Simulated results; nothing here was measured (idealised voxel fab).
process module | voxel gate over fins
cross-section cut | 155 nm wide | cells 5 nm
A cross-section is a grid of square cells, given in bands from the top down. A band is one or more rows of cells.
Each band's line starts with the height of the band's top and of its bottom, in nm. Then come its materials from left to right, each with its width in nm. One material with "throughout" fills the band from edge to edge. "air" is empty space.
Height 0 is the level under which the wafer as received is all one material. The lowest band goes on downwards, as in "0 down".
A width such as "30 to 40" changes by the same amount from each row of cells to the next, from the band's top row to its bottom row.
"no change" after a step means that no cell of the cross-section changed.
closed voids: empty space of 8 cells or more with no open way to the top, each as width x height at its distance from the left edge, in nm
after a step's settings: what the simulator itself notes on the step
overlay nm, on a step with a mask: how far to the right of its planned place the mask lay; to the left if negative
Each pair below shows a cross-section before one step and the cross-section after it, down to the lowest band that changed. The line under each pair gives the step between them, with its settings. The pairs can come from different runs of this module on the same starting wafer, so a pair continues from the pair above only where its "before" says so.
before
  10 to 5: SiO2 throughout
  5 to 0: SiO2 20 | SiN 15 | SiO2 35 | SiN 15 | SiO2 35 | SiN 15 | SiO2 20
  0 to -15: SiO2 20 | Si 15 | SiO2 35 | Si 15 | SiO2 35 | Si 15 | SiO2 20
  -15 to -20: SiO2 20 | Si 15 | SiO2 5 | TiN 5 | W 15 | TiN 5 | SiO2 5 | Si 15 | SiO2 35 | Si 15 | SiO2 20
  -20 to -25: SiO2 20 | Si 15 | SiO2 5 | TiN 25 | SiO2 5 | Si 15 | SiO2 35 | Si 15 | SiO2 20
  -25 to -30: SiO2 20 | Si 15 | SiO2 35 | Si 15 | SiO2 35 | Si 15 | SiO2 20
  -30 down: Si throughout
  closed voids: none
after
  5 to 0: SiO2 20 | SiN 15 | SiO2 35 | SiN 15 | SiO2 35 | SiN 15 | SiO2 20
  below 0: unchanged
  closed voids: none
the step between: op CMP | height nm 5
before: the cross-section after the pair above
after
  5 to 0: air 20 | SiN 15 | air 35 | SiN 15 | air 35 | SiN 15 | air 20
  0 to -10: air 20 | Si 15 | air 35 | Si 15 | air 35 | Si 15 | air 20
  below -10: unchanged
  closed voids: none
the step between: op SELECTIVE_ETCH | etch materials SiO2 | depth nm 15
before: the cross-section after the pair above
after
  0 to -10: air 20 | Si 15 | air 35 | Si 15 | air 35 | Si 15 | air 20
  below -10: unchanged
  closed voids: none
the step between: op STRIP | etch materials SiN
before: the cross-section after the pair above
after
  5 to 0: air 15 | HfO2 25 | air 25 | HfO2 25 | air 25 | HfO2 25 | air 15
  0 to -5: air 15 | HfO2 5 | Si 15 | HfO2 5 | air 25 | HfO2 5 | Si 15 | HfO2 5 | air 25 | HfO2 5 | Si 15 | HfO2 5 | air 15
  -5 to -10: HfO2 20 | Si 15 | HfO2 35 | Si 15 | HfO2 35 | Si 15 | HfO2 20
  below -10: unchanged
  closed voids: none
the step between: op CONFORMAL_DEP | material HfO2 | thk nm 5
before: the cross-section after the pair above
after
  10 to 5: air 10 | TiN 35 | air 15 | TiN 35 | air 15 | TiN 35 | air 10
  5 to 0: air 10 | TiN 5 | HfO2 25 | TiN 5 | air 15 | TiN 5 | HfO2 25 | TiN 5 | air 15 | TiN 5 | HfO2 25 | TiN 5 | air 10
  0 to -5: TiN 15 | HfO2 5 | Si 15 | HfO2 5 | TiN 25 | HfO2 5 | Si 15 | HfO2 5 | TiN 25 | HfO2 5 | Si 15 | HfO2 5 | TiN 15
  below -5: unchanged
  closed voids: none
the step between: op CONFORMAL_DEP | material TiN | thk nm 5
before: the cross-section after the pair above
after
  20 to 10: W throughout
  10 to 5: W 10 | TiN 35 | W 15 | TiN 35 | W 15 | TiN 35 | W 10
  5 to 0: W 10 | TiN 5 | HfO2 25 | TiN 5 | W 15 | TiN 5 | HfO2 25 | TiN 5 | W 15 | TiN 5 | HfO2 25 | TiN 5 | W 10
  below 0: unchanged
  closed voids: none
the step between: op FILL_DEP | material W | thk nm 10
before: the cross-section after the pair above
after
  15 to 10: W throughout
  below 10: unchanged
  closed voids: none
the step between: op CMP | height nm 15
before: the cross-section after the pair above
after
  25 to 15: SiCN throughout
  below 15: unchanged
  closed voids: none
the step between: op CONFORMAL_DEP | material SiCN | thk nm 10
before
  15 to 5: aC throughout
  5 to 0: SiO2 20 | SiN 15 | SiO2 35 | SiN 15 | SiO2 35 | SiN 15 | SiO2 20
  0 to -30: SiO2 20 | Si 15 | SiO2 35 | Si 15 | SiO2 35 | Si 15 | SiO2 20
  -30 down: Si throughout
  closed voids: none
after
  45 to 15: resist 55 | air 15 | resist 85
  below 15: unchanged
  closed voids: none
the step between: op PATTERN | tone open | mask id RAIL | material resist | width nm 15 | thk nm 30 | overlay nm 10
before: the cross-section after the pair above
after
  35 to 15: resist 55 | air 15 | resist 85
  15 to 5: aC 55 | air 15 | aC 85
  below 5: unchanged
  closed voids: none
the step between: op DIRECTIONAL_ETCH | etch materials aC | depth nm 10
before: the cross-section after the pair above
after
  15 to 5: aC 55 | air 15 | aC 85
  below 5: unchanged
  closed voids: none
the step between: op STRIP | etch materials resist
before: the cross-section after the pair above
after
  15 to 5: aC 55 | air 15 | aC 85
  5 to 0: SiO2 20 | SiN 15 | SiO2 20 | air 15 | SiN 15 | SiO2 35 | SiN 15 | SiO2 20
  0 to -25: SiO2 20 | Si 15 | SiO2 20 | air 15 | Si 15 | SiO2 35 | Si 15 | SiO2 20
  below -25: unchanged
  closed voids: none
the step between: op DIRECTIONAL_ETCH | etch materials SiO2 | depth nm 30
before: the cross-section after the pair above
after
  5 to 0: SiO2 20 | SiN 15 | SiO2 20 | air 15 | SiN 15 | SiO2 35 | SiN 15 | SiO2 20
  below 0: unchanged
  closed voids: none
the step between: op STRIP | etch materials aC
before: the cross-section after the pair above
after
  10 to 5: TiN 60 | air 5 | TiN 90
  5 to 0: SiO2 20 | SiN 15 | SiO2 20 | TiN 5 | air 5 | TiN 5 | SiN 15 | SiO2 35 | SiN 15 | SiO2 20
  0 to -20: SiO2 20 | Si 15 | SiO2 20 | TiN 5 | air 5 | TiN 5 | Si 15 | SiO2 35 | Si 15 | SiO2 20
  -20 to -25: SiO2 20 | Si 15 | SiO2 20 | TiN 15 | Si 15 | SiO2 35 | Si 15 | SiO2 20
  below -25: unchanged
  closed voids: none
the step between: op CONFORMAL_DEP | material TiN | thk nm 5
before: the cross-section after the pair above
after
  20 to 10: W throughout
  10 to 5: TiN 60 | W 5 | TiN 90
  5 to 0: SiO2 20 | SiN 15 | SiO2 20 | TiN 5 | W 5 | TiN 5 | SiN 15 | SiO2 35 | SiN 15 | SiO2 20
  0 to -20: SiO2 20 | Si 15 | SiO2 20 | TiN 5 | W 5 | TiN 5 | Si 15 | SiO2 35 | Si 15 | SiO2 20
  below -20: unchanged
  closed voids: none
the step between: op FILL_DEP | material W | thk nm 10
before: the cross-section after the pair above
after
  5 to 0: SiO2 20 | SiN 15 | SiO2 20 | TiN 5 | W 5 | TiN 5 | SiN 15 | SiO2 35 | SiN 15 | SiO2 20
  below 0: unchanged
  closed voids: none
the step between: op CMP | height nm 5
before: the cross-section after the pair above
after
  5 to 0: SiO2 20 | SiN 15 | SiO2 20 | air 15 | SiN 15 | SiO2 35 | SiN 15 | SiO2 20
  0 to -15: SiO2 20 | Si 15 | SiO2 20 | air 15 | Si 15 | SiO2 35 | Si 15 | SiO2 20
  below -15: unchanged
  closed voids: none
the step between: op SELECTIVE_ETCH | etch materials W Ru TiN | depth nm 20
before: the cross-section after the pair above
after
  10 to 5: SiO2 throughout
  5 to 0: SiO2 20 | SiN 15 | SiO2 35 | SiN 15 | SiO2 35 | SiN 15 | SiO2 20
  0 to -15: SiO2 20 | Si 15 | SiO2 35 | Si 15 | SiO2 35 | Si 15 | SiO2 20
  below -15: unchanged
  closed voids: none
the step between: op FILL_DEP | material SiO2 | thk nm 5
before: the cross-section after the pair above
after
  5 to 0: SiO2 20 | SiN 15 | SiO2 35 | SiN 15 | SiO2 35 | SiN 15 | SiO2 20
  below 0: unchanged
  closed voids: none
the step between: op CMP | height nm 5
before: the cross-section after the pair above
after
  5 to 0: air 20 | SiN 15 | air 35 | SiN 15 | air 35 | SiN 15 | air 20
  0 to -10: air 20 | Si 15 | air 35 | Si 15 | air 35 | Si 15 | air 20
  below -10: unchanged
  closed voids: none
the step between: op SELECTIVE_ETCH | etch materials SiO2 | depth nm 15
before: the cross-section after the pair above
after
  0 to -10: air 20 | Si 15 | air 35 | Si 15 | air 35 | Si 15 | air 20
  below -10: unchanged
  closed voids: none
the step between: op STRIP | etch materials SiN
before: the cross-section after the pair above
after
  5 to 0: air 15 | HfO2 25 | air 25 | HfO2 25 | air 25 | HfO2 25 | air 15
  0 to -5: air 15 | HfO2 5 | Si 15 | HfO2 5 | air 25 | HfO2 5 | Si 15 | HfO2 5 | air 25 | HfO2 5 | Si 15 | HfO2 5 | air 15
  -5 to -10: HfO2 20 | Si 15 | HfO2 35 | Si 15 | HfO2 35 | Si 15 | HfO2 20
  below -10: unchanged
  closed voids: none
the step between: op CONFORMAL_DEP | material HfO2 | thk nm 5
before: the cross-section after the pair above
after
  10 to 5: air 10 | TiN 35 | air 15 | TiN 35 | air 15 | TiN 35 | air 10
  5 to 0: air 10 | TiN 5 | HfO2 25 | TiN 5 | air 15 | TiN 5 | HfO2 25 | TiN 5 | air 15 | TiN 5 | HfO2 25 | TiN 5 | air 10
  0 to -5: TiN 15 | HfO2 5 | Si 15 | HfO2 5 | TiN 25 | HfO2 5 | Si 15 | HfO2 5 | TiN 25 | HfO2 5 | Si 15 | HfO2 5 | TiN 15
  below -5: unchanged
  closed voids: none
the step between: op CONFORMAL_DEP | material TiN | thk nm 5
before: the cross-section after the pair above
after
  20 to 10: W throughout
  10 to 5: W 10 | TiN 35 | W 15 | TiN 35 | W 15 | TiN 35 | W 10
  5 to 0: W 10 | TiN 5 | HfO2 25 | TiN 5 | W 15 | TiN 5 | HfO2 25 | TiN 5 | W 15 | TiN 5 | HfO2 25 | TiN 5 | W 10
  below 0: unchanged
  closed voids: none
the step between: op FILL_DEP | material W | thk nm 10
before: the cross-section after the pair above
after
  15 to 10: W throughout
  below 10: unchanged
  closed voids: none
the step between: op CMP | height nm 15
before: the cross-section after the pair above
after
  25 to 15: SiCN throughout
  below 15: unchanged
  closed voids: none
the step between: op CONFORMAL_DEP | material SiCN | thk nm 10
before
  5 to 0: SiO2 20 | SiN 15 | SiO2 10 | TiN 5 | W 5 | TiN 5 | SiO2 10 | SiN 15 | SiO2 35 | SiN 15 | SiO2 20
  0 to -20: SiO2 20 | Si 15 | SiO2 10 | TiN 5 | W 5 | TiN 5 | SiO2 10 | Si 15 | SiO2 35 | Si 15 | SiO2 20
  -20 to -25: SiO2 20 | Si 15 | SiO2 10 | TiN 15 | SiO2 10 | Si 15 | SiO2 35 | Si 15 | SiO2 20
  -25 to -30: SiO2 20 | Si 15 | SiO2 35 | Si 15 | SiO2 35 | Si 15 | SiO2 20
  -30 down: Si throughout
  closed voids: none
after
  5 to 0: SiO2 20 | SiN 15 | SiO2 10 | TiN 5 | air 5 | TiN 5 | SiO2 10 | SiN 15 | SiO2 35 | SiN 15 | SiO2 20
  0 to -15: SiO2 20 | Si 15 | SiO2 10 | TiN 5 | air 5 | TiN 5 | SiO2 10 | Si 15 | SiO2 35 | Si 15 | SiO2 20
  below -15: unchanged
  closed voids: none
the step between: op SELECTIVE_ETCH | etch materials W | depth nm 20
before: the cross-section after the pair above
after
  10 to 5: SiO2 throughout
  5 to 0: SiO2 20 | SiN 15 | SiO2 10 | TiN 5 | SiO2 5 | TiN 5 | SiO2 10 | SiN 15 | SiO2 35 | SiN 15 | SiO2 20
  0 to -15: SiO2 20 | Si 15 | SiO2 10 | TiN 5 | SiO2 5 | TiN 5 | SiO2 10 | Si 15 | SiO2 35 | Si 15 | SiO2 20
  below -15: unchanged
  closed voids: none
the step between: op FILL_DEP | material SiO2 | thk nm 5
before: the cross-section after the pair above
after
  5 to 0: SiO2 20 | SiN 15 | SiO2 10 | TiN 5 | SiO2 5 | TiN 5 | SiO2 10 | SiN 15 | SiO2 35 | SiN 15 | SiO2 20
  below 0: unchanged
  closed voids: none
the step between: op CMP | height nm 5
before: the cross-section after the pair above
after
  5 to 0: air 20 | SiN 15 | air 10 | TiN 5 | air 5 | TiN 5 | air 10 | SiN 15 | air 35 | SiN 15 | air 20
  0 to -10: air 20 | Si 15 | air 10 | TiN 5 | air 5 | TiN 5 | air 10 | Si 15 | air 35 | Si 15 | air 20
  below -10: unchanged
  closed voids: none
the step between: op SELECTIVE_ETCH | etch materials SiO2 | depth nm 15
before: the cross-section after the pair above
after
  5 to 0: air 45 | TiN 5 | air 5 | TiN 5 | air 95
  below 0: unchanged
  closed voids: none
the step between: op STRIP | etch materials SiN
before: the cross-section after the pair above
after
  10 to 5: air 40 | HfO2 25 | air 90
  5 to 0: air 15 | HfO2 30 | TiN 5 | HfO2 5 | TiN 5 | HfO2 30 | air 25 | HfO2 25 | air 15
  0 to -5: air 15 | HfO2 5 | Si 15 | HfO2 10 | TiN 5 | HfO2 5 | TiN 5 | HfO2 10 | Si 15 | HfO2 5 | air 25 | HfO2 5 | Si 15 | HfO2 5 | air 15
  -5 to -10: HfO2 20 | Si 15 | HfO2 10 | TiN 5 | HfO2 5 | TiN 5 | HfO2 10 | Si 15 | HfO2 35 | Si 15 | HfO2 20
  below -10: unchanged
  closed voids: none
the step between: op CONFORMAL_DEP | material HfO2 | thk nm 5
before: the cross-section after the pair above
after
  15 to 10: air 35 | TiN 35 | air 85
  10 to 5: air 10 | TiN 30 | HfO2 25 | TiN 30 | air 15 | TiN 35 | air 10
  5 to 0: air 10 | TiN 5 | HfO2 30 | TiN 5 | HfO2 5 | TiN 5 | HfO2 30 | TiN 5 | air 15 | TiN 5 | HfO2 25 | TiN 5 | air 10
  0 to -5: TiN 15 | HfO2 5 | Si 15 | HfO2 10 | TiN 5 | HfO2 5 | TiN 5 | HfO2 10 | Si 15 | HfO2 5 | TiN 25 | HfO2 5 | Si 15 | HfO2 5 | TiN 15
  below -5: unchanged
  closed voids: none
the step between: op CONFORMAL_DEP | material TiN | thk nm 5
before: the cross-section after the pair above
after
  25 to 15: W throughout
  15 to 10: W 35 | TiN 35 | W 85
  10 to 5: W 10 | TiN 30 | HfO2 25 | TiN 30 | W 15 | TiN 35 | W 10
  5 to 0: W 10 | TiN 5 | HfO2 30 | TiN 5 | HfO2 5 | TiN 5 | HfO2 30 | TiN 5 | W 15 | TiN 5 | HfO2 25 | TiN 5 | W 10
  below 0: unchanged
  closed voids: none
the step between: op FILL_DEP | material W | thk nm 10
before: the cross-section after the pair above
after
  15 to 10: W 35 | TiN 35 | W 85
  below 10: unchanged
  closed voids: none
the step between: op CMP | height nm 15
before: the cross-section after the pair above
after
  25 to 15: SiCN throughout
  below 15: unchanged
  closed voids: none
the step between: op CONFORMAL_DEP | material SiCN | thk nm 10
before
  15 to 5: aC throughout
  5 to 0: SiO2 20 | SiN 15 | SiO2 35 | SiN 15 | SiO2 35 | SiN 15 | SiO2 20
  0 to -30: SiO2 20 | Si 15 | SiO2 35 | Si 15 | SiO2 35 | Si 15 | SiO2 20
  -30 down: Si throughout
  closed voids: none
after
  45 to 15: air 45 | resist 15 | air 95
  below 15: unchanged
  closed voids: none
the step between: op PATTERN | tone cover | mask id RAIL | material resist | width nm 15 | thk nm 30 | overlay nm 0
before: the cross-section after the pair above
after
  35 to 15: air 45 | resist 15 | air 95
  15 to 5: air 45 | aC 15 | air 95
  below 5: unchanged
  closed voids: none
the step between: op DIRECTIONAL_ETCH | etch materials aC | depth nm 10
before: the cross-section after the pair above
after
  15 to 5: air 45 | aC 15 | air 95
  below 5: unchanged
  closed voids: none
the step between: op STRIP | etch materials resist
before: the cross-section after the pair above
after
  15 to 5: air 45 | aC 15 | air 95
  5 to 0: air 20 | SiN 15 | air 10 | SiO2 15 | air 10 | SiN 15 | air 35 | SiN 15 | air 20
  0 to -25: air 20 | Si 15 | air 10 | SiO2 15 | air 10 | Si 15 | air 35 | Si 15 | air 20
  below -25: unchanged
  closed voids: none
the step between: op DIRECTIONAL_ETCH | etch materials SiO2 | depth nm 30
before: the cross-section after the pair above
after
  5 to 0: air 20 | SiN 15 | air 10 | SiO2 15 | air 10 | SiN 15 | air 35 | SiN 15 | air 20
  below 0: unchanged
  closed voids: none
the step between: op STRIP | etch materials aC
before: the cross-section after the pair above
after
  10 to 5: air 15 | TiN 75 | air 25 | TiN 25 | air 15
  5 to 0: air 15 | TiN 5 | SiN 15 | TiN 10 | SiO2 15 | TiN 10 | SiN 15 | TiN 5 | air 25 | TiN 5 | SiN 15 | TiN 5 | air 15
  0 to -20: air 15 | TiN 5 | Si 15 | TiN 10 | SiO2 15 | TiN 10 | Si 15 | TiN 5 | air 25 | TiN 5 | Si 15 | TiN 5 | air 15
  -20 to -25: TiN 20 | Si 15 | TiN 10 | SiO2 15 | TiN 10 | Si 15 | TiN 35 | Si 15 | TiN 20
  below -25: unchanged
  closed voids: none
the step between: op CONFORMAL_DEP | material TiN | thk nm 5
before: the cross-section after the pair above
after
  20 to 10: W throughout
  10 to 5: W 15 | TiN 75 | W 25 | TiN 25 | W 15
  5 to 0: W 15 | TiN 5 | SiN 15 | TiN 10 | SiO2 15 | TiN 10 | SiN 15 | TiN 5 | W 25 | TiN 5 | SiN 15 | TiN 5 | W 15
  0 to -20: W 15 | TiN 5 | Si 15 | TiN 10 | SiO2 15 | TiN 10 | Si 15 | TiN 5 | W 25 | TiN 5 | Si 15 | TiN 5 | W 15
  below -20: unchanged
  closed voids: none
the step between: op FILL_DEP | material W | thk nm 10
before: the cross-section after the pair above
after
  5 to 0: W 15 | TiN 5 | SiN 15 | TiN 10 | SiO2 15 | TiN 10 | SiN 15 | TiN 5 | W 25 | TiN 5 | SiN 15 | TiN 5 | W 15
  below 0: unchanged
  closed voids: none
the step between: op CMP | height nm 5
before: the cross-section after the pair above
after
  5 to 0: air 20 | SiN 15 | air 10 | SiO2 15 | air 10 | SiN 15 | air 35 | SiN 15 | air 20
  0 to -15: air 20 | Si 15 | air 10 | SiO2 15 | air 10 | Si 15 | air 35 | Si 15 | air 20
  below -15: unchanged
  closed voids: none
the step between: op SELECTIVE_ETCH | etch materials W Ru TiN | depth nm 20
before: the cross-section after the pair above
after
  10 to 5: SiO2 throughout
  5 to 0: SiO2 20 | SiN 15 | SiO2 35 | SiN 15 | SiO2 35 | SiN 15 | SiO2 20
  0 to -15: SiO2 20 | Si 15 | SiO2 35 | Si 15 | SiO2 35 | Si 15 | SiO2 20
  below -15: unchanged
  closed voids: none
the step between: op FILL_DEP | material SiO2 | thk nm 5
before: the cross-section after the pair above
after
  5 to 0: SiO2 20 | SiN 15 | SiO2 35 | SiN 15 | SiO2 35 | SiN 15 | SiO2 20
  below 0: unchanged
  closed voids: none
the step between: op CMP | height nm 5
before: the cross-section after the pair above
after
  5 to 0: air 20 | SiN 15 | air 35 | SiN 15 | air 35 | SiN 15 | air 20
  0 to -10: air 20 | Si 15 | air 35 | Si 15 | air 35 | Si 15 | air 20
  below -10: unchanged
  closed voids: none
the step between: op SELECTIVE_ETCH | etch materials SiO2 | depth nm 15
before: the cross-section after the pair above
after
  0 to -10: air 20 | Si 15 | air 35 | Si 15 | air 35 | Si 15 | air 20
  below -10: unchanged
  closed voids: none
the step between: op STRIP | etch materials SiN
before: the cross-section after the pair above
after
  5 to 0: air 15 | HfO2 25 | air 25 | HfO2 25 | air 25 | HfO2 25 | air 15
  0 to -5: air 15 | HfO2 5 | Si 15 | HfO2 5 | air 25 | HfO2 5 | Si 15 | HfO2 5 | air 25 | HfO2 5 | Si 15 | HfO2 5 | air 15
  -5 to -10: HfO2 20 | Si 15 | HfO2 35 | Si 15 | HfO2 35 | Si 15 | HfO2 20
  below -10: unchanged
  closed voids: none
the step between: op CONFORMAL_DEP | material HfO2 | thk nm 5
before: the cross-section after the pair above
after
  10 to 5: air 10 | TiN 35 | air 15 | TiN 35 | air 15 | TiN 35 | air 10
  5 to 0: air 10 | TiN 5 | HfO2 25 | TiN 5 | air 15 | TiN 5 | HfO2 25 | TiN 5 | air 15 | TiN 5 | HfO2 25 | TiN 5 | air 10
  0 to -5: TiN 15 | HfO2 5 | Si 15 | HfO2 5 | TiN 25 | HfO2 5 | Si 15 | HfO2 5 | TiN 25 | HfO2 5 | Si 15 | HfO2 5 | TiN 15
  below -5: unchanged
  closed voids: none
the step between: op CONFORMAL_DEP | material TiN | thk nm 5
before: the cross-section after the pair above
after
  20 to 10: W throughout
  10 to 5: W 10 | TiN 35 | W 15 | TiN 35 | W 15 | TiN 35 | W 10
  5 to 0: W 10 | TiN 5 | HfO2 25 | TiN 5 | W 15 | TiN 5 | HfO2 25 | TiN 5 | W 15 | TiN 5 | HfO2 25 | TiN 5 | W 10
  below 0: unchanged
  closed voids: none
the step between: op FILL_DEP | material W | thk nm 10
before: the cross-section after the pair above
after
  15 to 10: W throughout
  below 10: unchanged
  closed voids: none
the step between: op CMP | height nm 15
before: the cross-section after the pair above
after
  25 to 15: SiCN throughout
  below 15: unchanged
  closed voids: none
the step between: op CONFORMAL_DEP | material SiCN | thk nm 10
